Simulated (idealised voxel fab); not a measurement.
process module | voxel quadruple lines
The cross-section on display is named cut; it measures 280 nm wide, and its cells are 5 nm squares.
Heads up, the way a cross-section reads in here is a grid of square cells, handed over as bands from the top down, with every band being one or more rows of cells. In this notation a band is specified by the heights of its top and bottom, in that order and in nm, after which its materials appear from left to right, each paired with its width in nm. The word "full width" attached to a single material means that material fills the band from edge to edge; the word "empty" stands for empty space. The level at which height equals 0 is the one under which the wafer, as it arrives, is entirely one material. No lower edge exists for the bottom band, which continues downward and is notated as in "0 down". A width given as "30->40" starts at the first number in the band's top row and ends at the second number in its bottom row, shifting by an equal amount at every step from row to row. It should be understood that the words "identical to before", when stated for a given step, signify that the cross-section underwent no change in any of its cells during that step. Entry "Enclosed empty spaces". Content: empty spaces with no open connection to the top, size 8 cells or greater. Each: width x height at distance. Distance: from left edge. Unit: nm. Read whatever lies past the settings on a step's line as the simulator's own remark about the step. When a step includes a mask, the "overlay nm" setting on its line states how far to the right of its planned place that mask lay, and negative values state how far to the left.

# Below is the list of planned process steps
step 1: RECEIVE with material Si
step 2: CONFORMAL_DEP with material Al2O3, thk nm 5
step 3: DIRECTIONAL_DEP with material Ru, thk nm 10
step 4: DIRECTIONAL_DEP with material polySi, thk nm 20
step 5: DIRECTIONAL_DEP with material aC, thk nm 20
step 6: PATTERN with tone cover, mask id MANDREL, material resist, width nm 20, thk nm 25, overlay nm 0
step 7: DIRECTIONAL_ETCH with etch materials aC, depth nm 20
step 8: STRIP with etch materials resist
step 9: CONFORMAL_DEP with material SiO2, thk nm 10
step 10: DIRECTIONAL_ETCH with etch materials SiO2, depth nm 10
step 11: STRIP with etch materials aC
step 12: DIRECTIONAL_ETCH with etch materials polySi, depth nm 20
step 13: STRIP with etch materials SiO2
step 14: CONFORMAL_DEP with material SiCN, thk nm 5
step 15: DIRECTIONAL_ETCH with etch materials SiCN, depth nm 5
step 16: STRIP with etch materials polySi
step 17: DIRECTIONAL_ETCH with etch materials Ru, depth nm 10
step 18: STRIP with etch materials SiCN
step 19: FILL_DEP with material lowk, thk nm 10
step 20: CMP with height nm 15

# The first of a set of two wafers, run to plan

# Cross-section of the wafer at receipt, which is the condition after step 1
0 down = Si full width
Enclosed empty spaces: none

# Cross-section of the wafer subsequent to step 2
5 to 0 = Al2O3 full width
Below 0, no change.

# Cross-section of the wafer subsequent to step 3
15 to 5 = Ru full width
Below 5, no change.

# Cross-section of the wafer subsequent to step 4
35 to 15 = polySi full width
Below 15, no change.

# Cross-section of the wafer subsequent to step 5
55 to 35 = aC full width
Below 35, no change.

# Cross-section of the wafer subsequent to step 6
80 to 55 = empty=130 | resist=20 | empty=130
Below 55, no change.

# Cross-section of the wafer subsequent to step 7
60 to 55 = empty=130 | resist=20 | empty=130
55 to 35 = empty=130 | aC=20 | empty=130
Below 35, no change.

# Cross-section of the wafer subsequent to step 8
55 to 35 = empty=130 | aC=20 | empty=130
Below 35, no change.

# Cross-section of the wafer subsequent to step 9
65 to 55 = empty=120 | SiO2=40 | empty=120
55 to 45 = empty=120 | SiO2=10 | aC=20 | SiO2=10 | empty=120
45 to 35 = SiO2=130 | aC=20 | SiO2=130
Below 35, no change.

# Cross-section of the wafer subsequent to step 10
55 to 35 = empty=120 | SiO2=10 | aC=20 | SiO2=10 | empty=120
Below 35, no change.

# Cross-section of the wafer subsequent to step 11
55 to 35 = empty=120 | SiO2=10 | empty=20 | SiO2=10 | empty=120
Below 35, no change.

# Cross-section of the wafer subsequent to step 12
55 to 35 = empty=120 | SiO2=10 | empty=20 | SiO2=10 | empty=120
35 to 15 = empty=120 | polySi=10 | empty=20 | polySi=10 | empty=120
Below 15, no change.

# Cross-section of the wafer subsequent to step 13
35 to 15 = empty=120 | polySi=10 | empty=20 | polySi=10 | empty=120
Below 15, no change.

# Cross-section of the wafer subsequent to step 14
40 to 35 = empty=115 | SiCN=20 | empty=10 | SiCN=20 | empty=115
35 to 20 = empty=115 | SiCN=5 | polySi=10 | SiCN=5 | empty=10 | SiCN=5 | polySi=10 | SiCN=5 | empty=115
20 to 15 = SiCN=120 | polySi=10 | SiCN=20 | polySi=10 | SiCN=120
Below 15, no change.

# Cross-section of the wafer subsequent to step 15
35 to 15 = empty=115 | SiCN=5 | polySi=10 | SiCN=5 | empty=10 | SiCN=5 | polySi=10 | SiCN=5 | empty=115
Below 15, no change.

# Cross-section of the wafer subsequent to step 16
35 to 15 = empty=115 | SiCN=5 | empty=10 | SiCN=5 | empty=10 | SiCN=5 | empty=10 | SiCN=5 | empty=115
Below 15, no change.

# Cross-section of the wafer subsequent to step 17
35 to 15 = empty=115 | SiCN=5 | empty=10 | SiCN=5 | empty=10 | SiCN=5 | empty=10 | SiCN=5 | empty=115
15 to 5 = empty=115 | Ru=5 | empty=10 | Ru=5 | empty=10 | Ru=5 | empty=10 | Ru=5 | empty=115
Below 5, no change.

# Cross-section of the wafer subsequent to step 18
15 to 5 = empty=115 | Ru=5 | empty=10 | Ru=5 | empty=10 | Ru=5 | empty=10 | Ru=5 | empty=115
Below 5, no change.

# Cross-section of the wafer subsequent to step 19
25 to 15 = lowk full width
15 to 5 = lowk=115 | Ru=5 | lowk=10 | Ru=5 | lowk=10 | Ru=5 | lowk=10 | Ru=5 | lowk=115
Below 5, no change.

# Cross-section of the wafer subsequent to step 20
15 to 5 = lowk=115 | Ru=5 | lowk=10 | Ru=5 | lowk=10 | Ru=5 | lowk=10 | Ru=5 | lowk=115
Below 5, no change.

# second wafer: like start, like plan, one mistake. Through step 2 it matches the first wafer

# Second wafer at the planned finish of step 3, seen in cross-section
10 to 5 = Ru full width
Below 5, no change.

# Second wafer at the planned finish of step 4, seen in cross-section
30 to 10 = polySi full width
Below 10, no change.

# Second wafer at the planned finish of step 5, seen in cross-section
50 to 30 = aC full width
Below 30, no change.

# Second wafer at the planned finish of step 6, seen in cross-section
75 to 50 = empty=130 | resist=20 | empty=130
Below 50, no change.

# Second wafer at the planned finish of step 7, seen in cross-section
55 to 50 = empty=130 | resist=20 | empty=130
50 to 30 = empty=130 | aC=20 | empty=130
Below 30, no change.

# Second wafer at the planned finish of step 8, seen in cross-section
50 to 30 = empty=130 | aC=20 | empty=130
Below 30, no change.

# Second wafer at the planned finish of step 9, seen in cross-section
60 to 50 = empty=120 | SiO2=40 | empty=120
50 to 40 = empty=120 | SiO2=10 | aC=20 | SiO2=10 | empty=120
40 to 30 = SiO2=130 | aC=20 | SiO2=130
Below 30, no change.

# Second wafer at the planned finish of step 10, seen in cross-section
50 to 30 = empty=120 | SiO2=10 | aC=20 | SiO2=10 | empty=120
Below 30, no change.

# Second wafer at the planned finish of step 11, seen in cross-section
50 to 30 = empty=120 | SiO2=10 | empty=20 | SiO2=10 | empty=120
Below 30, no change.

# Second wafer at the planned finish of step 12, seen in cross-section
50 to 30 = empty=120 | SiO2=10 | empty=20 | SiO2=10 | empty=120
30 to 10 = empty=120 | polySi=10 | empty=20 | polySi=10 | empty=120
Below 10, no change.

# Second wafer at the planned finish of step 13, seen in cross-section
30 to 10 = empty=120 | polySi=10 | empty=20 | polySi=10 | empty=120
Below 10, no change.

# Second wafer at the planned finish of step 14, seen in cross-section
35 to 30 = empty=115 | SiCN=20 | empty=10 | SiCN=20 | empty=115
30 to 15 = empty=115 | SiCN=5 | polySi=10 | SiCN=5 | empty=10 | SiCN=5 | polySi=10 | SiCN=5 | empty=115
15 to 10 = SiCN=120 | polySi=10 | SiCN=20 | polySi=10 | SiCN=120
Below 10, no change.

# Second wafer at the planned finish of step 15, seen in cross-section
30 to 10 = empty=115 | SiCN=5 | polySi=10 | SiCN=5 | empty=10 | SiCN=5 | polySi=10 | SiCN=5 | empty=115
Below 10, no change.

# Second wafer at the planned finish of step 16, seen in cross-section
30 to 10 = empty=115 | SiCN=5 | empty=10 | SiCN=5 | empty=10 | SiCN=5 | empty=10 | SiCN=5 | empty=115
Below 10, no change.

# Second wafer at the planned finish of step 17, seen in cross-section
30 to 10 = empty=115 | SiCN=5 | empty=10 | SiCN=5 | empty=10 | SiCN=5 | empty=10 | SiCN=5 | empty=115
10 to 5 = empty=115 | Ru=5 | empty=10 | Ru=5 | empty=10 | Ru=5 | empty=10 | Ru=5 | empty=115
Below 5, no change.

# Second wafer at the planned finish of step 18, seen in cross-section
10 to 5 = empty=115 | Ru=5 | empty=10 | Ru=5 | empty=10 | Ru=5 | empty=10 | Ru=5 | empty=115
Below 5, no change.

# Second wafer at the planned finish of step 19, seen in cross-section
20 to 10 = lowk full width
10 to 5 = lowk=115 | Ru=5 | lowk=10 | Ru=5 | lowk=10 | Ru=5 | lowk=10 | Ru=5 | lowk=115
Below 5, no change.

# Second wafer at the planned finish of step 20, seen in cross-section
15 to 10 = lowk full width
Below 10, no change.
Error vs. plan: step 3 ran as: DIRECTIONAL_DEP with material Ru, thk nm 5
Final comparison by cell count, materials where the second wafer has more or fewer than the first: 4 fewer of Ru; 4 more of lowk
